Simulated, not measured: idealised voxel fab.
Name of the process module below: voxel capacitor over wiring
Section cut is 160 nm wide and gridded with 5 nm square cells.
Heads up, the way a cross-section reads in here is a grid of square cells, handed over as bands from the top down, with every band being one or more rows of cells.
Band entry format. Leading values: height of top, height of bottom, nm. Remainder: materials in left-to-right order, each with its width in nm. Special words: "edge to edge" on a single material, which then fills the band edge to edge; "empty", empty space.
Height is counted from the level 0, under which the received wafer is composed throughout of one material. The lowest of the bands is not closed at the bottom but continues downward, in the notation "0..down".
Top row gets the first number, bottom row gets the second, and each row in between changes by the same step: that is how a band width like "30..40" works.
For the purposes of this document, the phrase "nothing changed" attached to a step denotes that no cell within the cross-section was modified by that step.
Closed empty spaces (no open way to the top) of 8 cells or more are what "Cavities, closed" lists, each as width x height at distance from the left edge, nm for all three.
Anything after a step's settings on that line? It's the simulator's own note about the step.
The optional step-line setting "overlay nm" applies to steps with a mask and quantifies how far to the right of its planned location the mask lay, a negative value indicating leftward placement.

## plan
1. RECEIVE with material Si
2. CONFORMAL_DEP with material SiO2, thk nm 10
3. CONFORMAL_DEP with material SiCN, thk nm 5
4. DIRECTIONAL_DEP with material SiO2, thk nm 25
5. MASKED_ETCH with tone open, mask id METAL_1, width nm 20, pitch nm 75, etch materials SiO2, depth nm 25, overlay nm 0
6. MASKED_ETCH with tone open, mask id METAL_1, width nm 20, pitch nm 75, etch materials SiCN, depth nm 5, overlay nm 0
7. CONFORMAL_DEP with material TiN, thk nm 5
8. FILL_DEP with material Cu, thk nm 5
9. CMP with height nm 40
10. CONFORMAL_DEP with material SiCN, thk nm 5
11. DIRECTIONAL_DEP with material lowk, thk nm 20
12. DIRECTIONAL_DEP with material aC, thk nm 15
13. PATTERN with tone open, mask id PLUG_1, material resist, width nm 15, thk nm 35, overlay nm 0
14. DIRECTIONAL_ETCH with etch materials aC, depth nm 15
15. STRIP with etch materials resist
16. DIRECTIONAL_ETCH with etch materials lowk, depth nm 20
17. DIRECTIONAL_ETCH with etch materials SiCN, depth nm 5
18. STRIP with etch materials aC
19. EPI with material Ru, thk nm 10
20. EPI with material Ru, thk nm 10
21. EPI with material Ru, thk nm 5
22. DIRECTIONAL_DEP with material TiN, thk nm 10
23. DIRECTIONAL_DEP with material Al2O3, thk nm 5
24. DIRECTIONAL_DEP with material TiN, thk nm 5
25. PATTERN with tone cover, mask id UPPER_PLATE, material resist, width nm 60, thk nm 15, overlay nm -15
26. DIRECTIONAL_ETCH with etch materials TiN, depth nm 5
27. DIRECTIONAL_ETCH with etch materials Al2O3, depth nm 5
28. STRIP with etch materials resist
29. PATTERN with tone cover, mask id LOWER_PLATE, material resist, width nm 70, thk nm 15, overlay nm 0
30. DIRECTIONAL_ETCH with etch materials TiN, depth nm 10
31. STRIP with etch materials resist
32. FILL_DEP with material SiO2, thk nm 20
33. CMP with height nm 100
34. DIRECTIONAL_DEP with material aC, thk nm 15
35. PATTERN with tone open, mask id PLUG_2, material resist, width nm 15, thk nm 30, overlay nm 0
36. DIRECTIONAL_ETCH with etch materials aC, depth nm 15
37. STRIP with etch materials resist
38. DIRECTIONAL_ETCH with etch materials SiO2, depth nm 15
39. STRIP with etch materials aC
40. CONFORMAL_DEP with material TiN, thk nm 5
41. FILL_DEP with material Cu, thk nm 5
42. CMP with height nm 100
43. CONFORMAL_DEP with material SiCN, thk nm 5
varied across the wafers: overlay nm of step 25. The plan shows the first wafer's value. All wafers start alike

## Sectional view: first of several wafers, as received, after step 1
* 0..down = Si edge to edge
* Cavities, closed: none

## Below is a per-wafer table. In it, each row describes the wafer at the end of the module by giving, for each material, the number of cells gained (+) or lost (-) since the wafer was received, and after that the closed voids of the wafer
overlay nm -15, +12 Al2O3, +22 Cu, +15 Ru, +85 SiCN, +345 SiO2, +77 TiN, +116 lowk, Cavities, closed: none
overlay nm -10, +12 Al2O3, +22 Cu, +15 Ru, +85 SiCN, +346 SiO2, +76 TiN, +116 lowk, Cavities, closed: none
overlay nm -5, +12 Al2O3, +22 Cu, +15 Ru, +85 SiCN, +347 SiO2, +75 TiN, +116 lowk, Cavities, closed: none
overlay nm 0, +12 Al2O3, +22 Cu, +15 Ru, +85 SiCN, +347 SiO2, +75 TiN, +116 lowk, Cavities, closed: none
overlay nm 5, +12 Al2O3, +22 Cu, +15 Ru, +85 SiCN, +347 SiO2, +75 TiN, +116 lowk, Cavities, closed: none
overlay nm 10, +12 Al2O3, +22 Cu, +15 Ru, +85 SiCN, +346 SiO2, +76 TiN, +116 lowk, Cavities, closed: none
overlay nm 15, +12 Al2O3, +22 Cu, +15 Ru, +85 SiCN, +345 SiO2, +77 TiN, +116 lowk, Cavities, closed: none
